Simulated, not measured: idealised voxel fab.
Process module heading - voxel self aligned contacts
We display cut, a cross-section 195 nm in width whose square cells are each 5 nm.
Think of the cross-section as a grid of square cells. We describe it in bands, top to bottom, and each band covers one or more rows of those cells.
Each band's line starts with the height of the band's top and of its bottom, in nm. Then come its materials from left to right, each with its width in nm. One material with "all across" fills the band from edge to edge. "air" is empty space.
Height 0 is the level under which the wafer as received is all one material. The lowest band goes on downwards, as in "0..down".
Think of "30 to 40" as a width that walks from the first number to the second as you go down the band, top row to bottom row, taking equal-sized steps from row to row.
It should be understood that the words "stayed the same", when stated for a given step, signify that the cross-section underwent no change in any of its cells during that step.
For the entry "Fully sealed voids", the listed items are empty spaces with no open way to the top whose size is 8 cells or more; each item follows the pattern width x height at distance, where distance is from the left edge and all three are in nm.
Anything after a step's settings on that line? It's the simulator's own note about the step.
A step line may carry the setting "overlay nm", which, for steps involving a mask, states the distance by which the mask lay to the right of its intended position; negative values denote displacement to the left.

LIST OF PLANNED PROCESS STEPS
- 1: RECEIVE | material Si
- 2: OXIDIZE | depth nm 5
- 3: DIRECTIONAL_DEP | material polySi | thk nm 20
- 4: DIRECTIONAL_DEP | material SiN | thk nm 20
- 5: MASKED_ETCH | tone cover | mask id GATE | width nm 35 | pitch nm 65 | etch materials SiN | depth nm 20 | overlay nm 0
- 6: MASKED_ETCH | tone cover | mask id GATE | width nm 35 | pitch nm 65 | etch materials polySi | depth nm 20 | overlay nm 0
- 7: CONFORMAL_DEP | material SiN | thk nm 5
- 8: DIRECTIONAL_ETCH | etch materials SiN | depth nm 5
- 9: FILL_DEP | material SiO2 | thk nm 20
- 10: CMP | height nm 50
- 11: MASKED_ETCH | tone open | mask id CONTACT | width nm 50 | etch materials SiO2 | depth nm 55 | overlay nm -15
- 12: CONFORMAL_DEP | material TiN | thk nm 5
- 13: FILL_DEP | material W | thk nm 10
- 14: CMP | height nm 50
- 15: CONFORMAL_DEP | material SiCN | thk nm 5
The overlay nm used in step 11 is not the same on every wafer, whereas the starting condition is; the value printed in the plan is the first wafer's.

AS RECEIVED, I.E. AFTER STEP 1: CROSS-SECTION THROUGH THE FIRST OF SEVERAL WAFERS
- 0..down: Si all across
- Fully sealed voids: none

FIRST WAFER AT THE END, AFTER STEP 15
- 55..50: SiCN all across
- 50..40: SiO2: 55  TiN: 5 to 35  W: 40 to 10  TiN: 5  SiO2: 90
- 40..20: SiO2: 40  SiN: 45  TiN: 5  W: 10  TiN: 5  SiN: 45  SiO2: 45
- 20..0: SiO2: 40  SiN: 5  polySi: 35  SiN: 5  TiN: 5  W: 10  TiN: 5  SiN: 5  polySi: 35  SiN: 5  SiO2: 45
- 0..-5: SiO2: 85  TiN: 20  SiO2: 90
- -5..down: Si all across
- Fully sealed voids: none

LAST WAFER, END OF MODULE, CROSS-SECTION
- 55..50: SiCN all across
- 50..40: SiO2: 85  TiN: 5  W: 40 to 10  TiN: 5 to 35  SiO2: 60
- 40..20: SiO2: 40  SiN: 45  TiN: 5  W: 10  TiN: 5  SiN: 45  SiO2: 45
- 20..0: SiO2: 40  SiN: 5  polySi: 35  SiN: 5  TiN: 5  W: 10  TiN: 5  SiN: 5  polySi: 35  SiN: 5  SiO2: 45
- 0..-5: SiO2: 85  TiN: 20  SiO2: 90
- -5..down: Si all across
- Fully sealed voids: none

QUICK KEY FOR THE TABLE: A ROW PER WAFER, TAKEN AT THE END OF THE MODULE. FOR EACH MATERIAL IT TELLS YOU HOW MANY CELLS THE WAFER GAINED (+) OR LOST (-) SINCE IT CAME IN, AND THE CLOSED VOIDS COME AFTER
overlay nm -15 | -39 Si | +39 SiCN | +88 SiN | +229 SiO2 | +30 TiN | +26 W | +56 polySi | Fully sealed voids: none
overlay nm -10 | -39 Si | +39 SiCN | +88 SiN | +229 SiO2 | +30 TiN | +26 W | +56 polySi | Fully sealed voids: none
overlay nm -5 | -39 Si | +39 SiCN | +88 SiN | +229 SiO2 | +30 TiN | +26 W | +56 polySi | Fully sealed voids: none
overlay nm 0 | -39 Si | +39 SiCN | +88 SiN | +229 SiO2 | +30 TiN | +26 W | +56 polySi | Fully sealed voids: none
overlay nm 5 | -39 Si | +39 SiCN | +88 SiN | +229 SiO2 | +30 TiN | +26 W | +56 polySi | Fully sealed voids: none
overlay nm 10 | -39 Si | +39 SiCN | +88 SiN | +229 SiO2 | +30 TiN | +26 W | +56 polySi | Fully sealed voids: none
overlay nm 15 | -39 Si | +39 SiCN | +88 SiN | +229 SiO2 | +30 TiN | +26 W | +56 polySi | Fully sealed voids: none
